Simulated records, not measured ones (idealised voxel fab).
Process module under the name voxel capacitor over wiring
In the cross-section labelled cut, the width is 255 nm and each square cell is 5 nm.
This document writes a cross-section as a grid whose cells are square, and gives it as bands, listed from the top down; one or more rows of cells form a band. The entry gives the band's vertical extent as a top height and a bottom height in nm, then its horizontal make-up as materials from left to right, each with a width in nm. "empty" stands for empty space; a single material marked "everywhere" fills the band edge to edge. Heights are expressed relative to 0, this being the level below which the as-received wafer comprises one material exclusively. The lowest band is unbounded in the downward direction and is denoted as in "0 -> down". It should be noted that a width expressed as "30->40" varies in equal increments from row to row of cells within the band, taking the value of the first number at the top row and that of the second number at the bottom row. No cell of the cross-section changed in a step that is given as "remained the same". Look at "Completely enclosed voids" for the closed voids: empty spaces with no open path to the top, sized 8 cells or up. Each is width x height at distance, distance from the left edge, all nm. Post-settings text on a step line: simulator's own remark regarding the step. overlay nm: how far to the right of its planned place the mask lay on this masked step (negative: to the left).
List of planned process steps:
1. RECEIVE (material Si)
2. CONFORMAL_DEP (material SiO2; thk nm 10)
3. CONFORMAL_DEP (material SiCN; thk nm 5)
4. DIRECTIONAL_DEP (material lowk; thk nm 20)
5. DIRECTIONAL_DEP (material aC; thk nm 10)
6. PATTERN (tone open; mask id METAL_1; material resist; width nm 30; pitch nm 80; thk nm 25; overlay nm 0)
7. DIRECTIONAL_ETCH (etch materials aC; depth nm 10)
8. STRIP (etch materials resist)
9. DIRECTIONAL_ETCH (etch materials lowk; depth nm 20)
10. DIRECTIONAL_ETCH (etch materials SiCN; depth nm 5)
11. STRIP (etch materials aC)
12. CONFORMAL_DEP (material TiN; thk nm 5)
13. FILL_DEP (material Cu; thk nm 5)
14. CMP (height nm 35)
15. CONFORMAL_DEP (material SiCN; thk nm 5)
16. DIRECTIONAL_DEP (material lowk; thk nm 10)
17. MASKED_ETCH (tone open; mask id PLUG_1; width nm 15; etch materials lowk; depth nm 10; overlay nm 0)
18. MASKED_ETCH (tone open; mask id PLUG_1; width nm 15; etch materials SiCN; depth nm 5; overlay nm 0)
19. EPI (material Ru; thk nm 10)
20. EPI (material Ru; thk nm 5)
21. DIRECTIONAL_DEP (material TiN; thk nm 10)
22. DIRECTIONAL_DEP (material Al2O3; thk nm 5)
23. DIRECTIONAL_DEP (material TiN; thk nm 10)
24. PATTERN (tone cover; mask id UPPER_PLATE; material resist; width nm 55; thk nm 20; overlay nm 0)
25. DIRECTIONAL_ETCH (etch materials TiN; depth nm 10)
26. DIRECTIONAL_ETCH (etch materials Al2O3; depth nm 5)
27. STRIP (etch materials resist)
28. MASKED_ETCH (tone cover; mask id LOWER_PLATE; width nm 65; etch materials TiN; depth nm 10; overlay nm 0)
29. FILL_DEP (material SiO2; thk nm 15)
30. CMP (height nm 85)
31. MASKED_ETCH (tone open; mask id PLUG_2; width nm 15; etch materials SiO2; depth nm 10; overlay nm 0)
32. CONFORMAL_DEP (material TiN; thk nm 5)
33. FILL_DEP (material Ru; thk nm 5)
34. CMP (height nm 85)
35. CONFORMAL_DEP (material SiN; thk nm 5)
First wafer, as planned:
Cross-section of the incoming wafer, state after step 1:
0 -> down  Si everywhere
Completely enclosed voids: none
The following cross-section depicts the wafer upon completion of step 2:
10 -> 0  SiO2 everywhere
Under the height 0 nothing was changed.
The following cross-section depicts the wafer upon completion of step 3:
15 -> 10  SiCN everywhere
Under the height 10 nothing was changed.
The following cross-section depicts the wafer upon completion of step 4:
35 -> 15  lowk everywhere
Under the height 15 nothing was changed.
The following cross-section depicts the wafer upon completion of step 5:
45 -> 35  aC everywhere
Under the height 35 nothing was changed.
The following cross-section depicts the wafer upon completion of step 6:
70 -> 45  70 nm resist / 30 nm empty / 50 nm resist / 30 nm empty / 75 nm resist
Under the height 45 nothing was changed.
The following cross-section depicts the wafer upon completion of step 7:
60 -> 45  70 nm resist / 30 nm empty / 50 nm resist / 30 nm empty / 75 nm resist
45 -> 35  70 nm aC / 30 nm empty / 50 nm aC / 30 nm empty / 75 nm aC
Under the height 35 nothing was changed.
The following cross-section depicts the wafer upon completion of step 8:
45 -> 35  70 nm aC / 30 nm empty / 50 nm aC / 30 nm empty / 75 nm aC
Under the height 35 nothing was changed.
The following cross-section depicts the wafer upon completion of step 9:
45 -> 35  70 nm aC / 30 nm empty / 50 nm aC / 30 nm empty / 75 nm aC
35 -> 15  70 nm lowk / 30 nm empty / 50 nm lowk / 30 nm empty / 75 nm lowk
Under the height 15 nothing was changed.
The following cross-section depicts the wafer upon completion of step 10:
45 -> 35  70 nm aC / 30 nm empty / 50 nm aC / 30 nm empty / 75 nm aC
35 -> 15  70 nm lowk / 30 nm empty / 50 nm lowk / 30 nm empty / 75 nm lowk
15 -> 10  70 nm SiCN / 30 nm empty / 50 nm SiCN / 30 nm empty / 75 nm SiCN
Under the height 10 nothing was changed.
The following cross-section depicts the wafer upon completion of step 11:
35 -> 15  70 nm lowk / 30 nm empty / 50 nm lowk / 30 nm empty / 75 nm lowk
Under the height 15 nothing was changed.
The following cross-section depicts the wafer upon completion of step 12:
40 -> 35  75 nm TiN / 20 nm empty / 60 nm TiN / 20 nm empty / 80 nm TiN
35 -> 15  70 nm lowk / 5 nm TiN / 20 nm empty / 5 nm TiN / 50 nm lowk / 5 nm TiN / 20 nm empty / 5 nm TiN / 75 nm lowk
15 -> 10  70 nm SiCN / 30 nm TiN / 50 nm SiCN / 30 nm TiN / 75 nm SiCN
Under the height 10 nothing was changed.
The following cross-section depicts the wafer upon completion of step 13:
45 -> 40  Cu everywhere
40 -> 35  75 nm TiN / 20 nm Cu / 60 nm TiN / 20 nm Cu / 80 nm TiN
35 -> 15  70 nm lowk / 5 nm TiN / 20 nm Cu / 5 nm TiN / 50 nm lowk / 5 nm TiN / 20 nm Cu / 5 nm TiN / 75 nm lowk
Under the height 15 nothing was changed.
The following cross-section depicts the wafer upon completion of step 14:
35 -> 15  70 nm lowk / 5 nm TiN / 20 nm Cu / 5 nm TiN / 50 nm lowk / 5 nm TiN / 20 nm Cu / 5 nm TiN / 75 nm lowk
Under the height 15 nothing was changed.
The following cross-section depicts the wafer upon completion of step 15:
40 -> 35  SiCN everywhere
Under the height 35 nothing was changed.
The following cross-section depicts the wafer upon completion of step 16:
50 -> 40  lowk everywhere
Under the height 40 nothing was changed.
The following cross-section depicts the wafer upon completion of step 17:
50 -> 40  85 nm lowk / 15 nm empty / 155 nm lowk
Under the height 40 nothing was changed.
The following cross-section depicts the wafer upon completion of step 18:
50 -> 40  85 nm lowk / 15 nm empty / 155 nm lowk
40 -> 35  85 nm SiCN / 15 nm empty / 155 nm SiCN
Under the height 35 nothing was changed.
The following cross-section depicts the wafer upon completion of step 19:
50 -> 45  85 nm lowk / 15 nm empty / 155 nm lowk
45 -> 40  85 nm lowk / 15 nm Ru / 155 nm lowk
40 -> 35  85 nm SiCN / 15 nm Ru / 155 nm SiCN
Under the height 35 nothing was changed.
The following cross-section depicts the wafer upon completion of step 20:
50 -> 40  85 nm lowk / 15 nm Ru / 155 nm lowk
Under the height 40 nothing was changed.
The following cross-section depicts the wafer upon completion of step 21:
60 -> 50  TiN everywhere
Under the height 50 nothing was changed.
The following cross-section depicts the wafer upon completion of step 22:
65 -> 60  Al2O3 everywhere
Under the height 60 nothing was changed.
The following cross-section depicts the wafer upon completion of step 23:
75 -> 65  TiN everywhere
Under the height 65 nothing was changed.
The following cross-section depicts the wafer upon completion of step 24:
95 -> 75  85 nm empty / 55 nm resist / 115 nm empty
Under the height 75 nothing was changed.
The following cross-section depicts the wafer upon completion of step 25:
95 -> 75  85 nm empty / 55 nm resist / 115 nm empty
75 -> 65  85 nm empty / 55 nm TiN / 115 nm empty
Under the height 65 nothing was changed.
The following cross-section depicts the wafer upon completion of step 26:
95 -> 75  85 nm empty / 55 nm resist / 115 nm empty
75 -> 65  85 nm empty / 55 nm TiN / 115 nm empty
65 -> 60  85 nm empty / 55 nm Al2O3 / 115 nm empty
Under the height 60 nothing was changed.
The following cross-section depicts the wafer upon completion of step 27:
75 -> 65  85 nm empty / 55 nm TiN / 115 nm empty
Under the height 65 nothing was changed.
The following cross-section depicts the wafer upon completion of step 28:
75 -> 65  85 nm empty / 55 nm TiN / 115 nm empty
65 -> 60  85 nm empty / 55 nm Al2O3 / 115 nm empty
60 -> 50  80 nm empty / 65 nm TiN / 110 nm empty
Under the height 50 nothing was changed.
The following cross-section depicts the wafer upon completion of step 29:
90 -> 75  SiO2 everywhere
75 -> 65  85 nm SiO2 / 55 nm TiN / 115 nm SiO2
65 -> 60  85 nm SiO2 / 55 nm Al2O3 / 115 nm SiO2
60 -> 50  80 nm SiO2 / 65 nm TiN / 110 nm SiO2
Under the height 50 nothing was changed.
The following cross-section depicts the wafer upon completion of step 30:
85 -> 75  SiO2 everywhere
Under the height 75 nothing was changed.
The following cross-section depicts the wafer upon completion of step 31:
85 -> 75  95 nm SiO2 / 15 nm empty / 145 nm SiO2
Under the height 75 nothing was changed.
The following cross-section depicts the wafer upon completion of step 32:
90 -> 85  100 nm TiN / 5 nm empty / 150 nm TiN
85 -> 80  95 nm SiO2 / 5 nm TiN / 5 nm empty / 5 nm TiN / 145 nm SiO2
80 -> 75  95 nm SiO2 / 15 nm TiN / 145 nm SiO2
Under the height 75 nothing was changed.
The following cross-section depicts the wafer upon completion of step 33:
95 -> 90  Ru everywhere
90 -> 85  100 nm TiN / 5 nm Ru / 150 nm TiN
85 -> 80  95 nm SiO2 / 5 nm TiN / 5 nm Ru / 5 nm TiN / 145 nm SiO2
Under the height 80 nothing was changed.
The following cross-section depicts the wafer upon completion of step 34:
85 -> 80  95 nm SiO2 / 5 nm TiN / 5 nm Ru / 5 nm TiN / 145 nm SiO2
Under the height 80 nothing was changed.
The following cross-section depicts the wafer upon completion of step 35:
90 -> 85  SiN everywhere
Under the height 85 nothing was changed.
The Second Wafer: Common Origin and Plan, One Mistake in Execution, Identical to the First Through Step 16:
Second wafer at the planned finish of step 17, seen in cross-section:
50 -> 40  85 nm empty / 15 nm lowk / 155 nm empty
Under the height 40 nothing was changed.
Second wafer at the planned finish of step 18, seen in cross-section: remained the same
Second wafer at the planned finish of step 19, seen in cross-section: remained the same
Second wafer at the planned finish of step 20, seen in cross-section: remained the same
Second wafer at the planned finish of step 21, seen in cross-section:
60 -> 50  85 nm empty / 15 nm TiN / 155 nm empty
50 -> 40  85 nm TiN / 15 nm lowk / 155 nm TiN
Under the height 40 nothing was changed.
Second wafer at the planned finish of step 22, seen in cross-section:
65 -> 60  85 nm empty / 15 nm Al2O3 / 155 nm empty
60 -> 55  85 nm empty / 15 nm TiN / 155 nm empty
55 -> 50  85 nm Al2O3 / 15 nm TiN / 155 nm Al2O3
Under the height 50 nothing was changed.
Second wafer at the planned finish of step 23, seen in cross-section:
75 -> 65  85 nm empty / 15 nm TiN / 155 nm empty
65 -> 60  85 nm TiN / 15 nm Al2O3 / 155 nm TiN
60 -> 55  TiN everywhere
Under the height 55 nothing was changed.
Second wafer at the planned finish of step 24, seen in cross-section:
95 -> 75  85 nm empty / 55 nm resist / 115 nm empty
75 -> 65  85 nm empty / 15 nm TiN / 40 nm resist / 115 nm empty
Under the height 65 nothing was changed.
Second wafer at the planned finish of step 25, seen in cross-section:
95 -> 75  85 nm empty / 55 nm resist / 115 nm empty
75 -> 65  85 nm empty / 15 nm TiN / 40 nm resist / 115 nm empty
65 -> 60  85 nm empty / 15 nm Al2O3 / 40 nm TiN / 115 nm empty
60 -> 55  85 nm empty / 55 nm TiN / 115 nm empty
Under the height 55 nothing was changed.
Second wafer at the planned finish of step 26, seen in cross-section:
95 -> 75  85 nm empty / 55 nm resist / 115 nm empty
75 -> 65  85 nm empty / 15 nm TiN / 40 nm resist / 115 nm empty
65 -> 60  85 nm empty / 15 nm Al2O3 / 40 nm TiN / 115 nm empty
60 -> 55  85 nm empty / 55 nm TiN / 115 nm empty
55 -> 50  85 nm empty / 15 nm TiN / 40 nm Al2O3 / 115 nm empty
Under the height 50 nothing was changed.
Second wafer at the planned finish of step 27, seen in cross-section:
75 -> 65  85 nm empty / 15 nm TiN / 155 nm empty
Under the height 65 nothing was changed.
Second wafer at the planned finish of step 28, seen in cross-section:
75 -> 65  85 nm empty / 15 nm TiN / 155 nm empty
65 -> 60  85 nm empty / 15 nm Al2O3 / 40 nm TiN / 115 nm empty
60 -> 55  85 nm empty / 55 nm TiN / 115 nm empty
55 -> 50  85 nm empty / 15 nm TiN / 40 nm Al2O3 / 115 nm empty
50 -> 40  80 nm empty / 5 nm TiN / 15 nm lowk / 45 nm TiN / 110 nm empty
Under the height 40 nothing was changed.
Second wafer at the planned finish of step 29, seen in cross-section:
90 -> 75  SiO2 everywhere
75 -> 65  85 nm SiO2 / 15 nm TiN / 155 nm SiO2
65 -> 60  85 nm SiO2 / 15 nm Al2O3 / 40 nm TiN / 115 nm SiO2
60 -> 55  85 nm SiO2 / 55 nm TiN / 115 nm SiO2
55 -> 50  85 nm SiO2 / 15 nm TiN / 40 nm Al2O3 / 115 nm SiO2
50 -> 40  80 nm SiO2 / 5 nm TiN / 15 nm lowk / 45 nm TiN / 110 nm SiO2
Under the height 40 nothing was changed.
Second wafer at the planned finish of step 30, seen in cross-section:
85 -> 75  SiO2 everywhere
Under the height 75 nothing was changed.
Second wafer at the planned finish of step 31, seen in cross-section:
85 -> 75  95 nm SiO2 / 15 nm empty / 145 nm SiO2
Under the height 75 nothing was changed.
Second wafer at the planned finish of step 32, seen in cross-section:
90 -> 85  100 nm TiN / 5 nm empty / 150 nm TiN
85 -> 80  95 nm SiO2 / 5 nm TiN / 5 nm empty / 5 nm TiN / 145 nm SiO2
80 -> 75  95 nm SiO2 / 15 nm TiN / 145 nm SiO2
Under the height 75 nothing was changed.
Second wafer at the planned finish of step 33, seen in cross-section:
95 -> 90  Ru everywhere
90 -> 85  100 nm TiN / 5 nm Ru / 150 nm TiN
85 -> 80  95 nm SiO2 / 5 nm TiN / 5 nm Ru / 5 nm TiN / 145 nm SiO2
Under the height 80 nothing was changed.
Second wafer at the planned finish of step 34, seen in cross-section:
85 -> 80  95 nm SiO2 / 5 nm TiN / 5 nm Ru / 5 nm TiN / 145 nm SiO2
Under the height 80 nothing was changed.
Second wafer at the planned finish of step 35, seen in cross-section:
90 -> 85  SiN everywhere
Under the height 85 nothing was changed.
Finding, execution versus plan: step 17 was not run as planned; what actually ran was MASKED_ETCH (tone cover; mask id PLUG_1; width nm 15; etch materials lowk; depth nm 10; overlay nm 0)
Looking at both finished wafers in cells, the second ends up ahead of or behind the first on some materials: Ru: 9 fewer; SiCN: 3 more; SiO2: 96 more; lowk: 90 fewer
